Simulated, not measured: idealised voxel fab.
This is a process module. Its name is voxel fin reveal.
The width of the displayed cross-section, cut, is 215 nm; its cells are square, with a size of 5 nm.
The cross-sections in this document take the form of a grid made of square cells. They are written out as bands, in order from top to bottom. Each band consists of one or more rows of cells. Heads up on the band format: heights come first, top then bottom, in nm. After that it's the materials left to right, each with its width in nm. A single material flagged "everywhere" fills the whole band edge to edge, and "empty" means there's empty space there. We count height from 0. Below that, the starting wafer is all one material. The lowest band never ends at the bottom but goes on down; see "from 0 down" for how that is written. When a width is written as two numbers, as in "30 to 40", the first number is the width in the top row of cells of the band and the second is the width in its bottom row, and the width changes by the same amount from each row to the next. When a step is marked "no alteration", none of the cells in the cross-section changed during that step. Unvented cavities: empty space of 8 cells or more with no open way to the top, each as width x height at its distance from the left edge, in nm. It should be noted that, on the line of a given step, the content following the step's settings is a remark produced by the simulator itself with respect to that step. overlay nm: right-of-plan distance of the mask on a masked step; negative values mean left-of-plan.

Process steps - plan
step 1: RECEIVE with material Si
step 2: CONFORMAL_DEP with material SiN, thk nm 10
step 3: MASKED_ETCH with tone cover, mask id FINS, width nm 15, pitch nm 45, etch materials SiN, depth nm 10, overlay nm 0
step 4: MASKED_ETCH with tone cover, mask id FINS, width nm 15, pitch nm 45, etch materials Si, depth nm 30, overlay nm 0
step 5: OXIDIZE with depth nm 5
step 6: FILL_DEP with material SiO2, thk nm 15
step 7: CMP with height nm 10
step 8: SELECTIVE_ETCH with etch materials SiO2, depth nm 20
step 9: STRIP with etch materials SiN

So, the first of our two wafers, run just as we planned it

Cross-section of the wafer upon arrival, representing the state reached after step 1
from 0 down: Si everywhere
Unvented cavities: none

after step 2
from 10 to 0: SiN everywhere
Beneath the level 0, the cross-section is identical to its previous state.

after step 3
from 10 to 0: empty 75 nm  SiN 15 nm  empty 30 nm  SiN 15 nm  empty 80 nm
Beneath the level 0, the cross-section is identical to its previous state.

after step 4
from 10 to 0: empty 75 nm  SiN 15 nm  empty 30 nm  SiN 15 nm  empty 80 nm
from 0 to -30: empty 75 nm  Si 15 nm  empty 30 nm  Si 15 nm  empty 80 nm
Beneath the level -30, the cross-section is identical to its previous state.

after step 5
from 10 to 0: empty 75 nm  SiN 15 nm  empty 30 nm  SiN 15 nm  empty 80 nm
from 0 to -30: empty 75 nm  SiO2 5 nm  Si 5 nm  SiO2 5 nm  empty 30 nm  SiO2 5 nm  Si 5 nm  SiO2 5 nm  empty 80 nm
from -30 to -35: SiO2 80 nm  Si 5 nm  SiO2 40 nm  Si 5 nm  SiO2 85 nm
Beneath the level -35, the cross-section is identical to its previous state.

after step 6
from 25 to 10: SiO2 everywhere
from 10 to 0: SiO2 75 nm  SiN 15 nm  SiO2 30 nm  SiN 15 nm  SiO2 80 nm
from 0 to -35: SiO2 80 nm  Si 5 nm  SiO2 40 nm  Si 5 nm  SiO2 85 nm
Beneath the level -35, the cross-section is identical to its previous state.

after step 7
from 10 to 0: SiO2 75 nm  SiN 15 nm  SiO2 30 nm  SiN 15 nm  SiO2 80 nm
Beneath the level 0, the cross-section is identical to its previous state.

after step 8
from 10 to 0: empty 75 nm  SiN 15 nm  empty 30 nm  SiN 15 nm  empty 80 nm
from 0 to -10: empty 80 nm  Si 5 nm  empty 40 nm  Si 5 nm  empty 85 nm
Beneath the level -10, the cross-section is identical to its previous state.

after step 9
from 0 to -10: empty 80 nm  Si 5 nm  empty 40 nm  Si 5 nm  empty 85 nm
Beneath the level -10, the cross-section is identical to its previous state.

Wafer two: like wafer one in start and plan, but with one mistake in execution; identical up to and including step 6

Planned end of step 7: second wafer, cross-section: no alteration

Planned end of step 8: second wafer, cross-section
from 10 to 5: empty 75 nm  SiN 15 nm  empty 30 nm  SiN 15 nm  empty 80 nm
Beneath the level 5, the cross-section is identical to its previous state.

Planned end of step 9: second wafer, cross-section
from 5 to 0: SiO2 75 nm  empty 15 nm  SiO2 30 nm  empty 15 nm  SiO2 80 nm
Beneath the level 0, the cross-section is identical to its previous state.
In executing the process, a mistake was made relative to the plan: step 7 from the plan never happened, it was just skipped
Final difference in cells, second wafer against first, listed per material as more or fewer: SiO2 +119
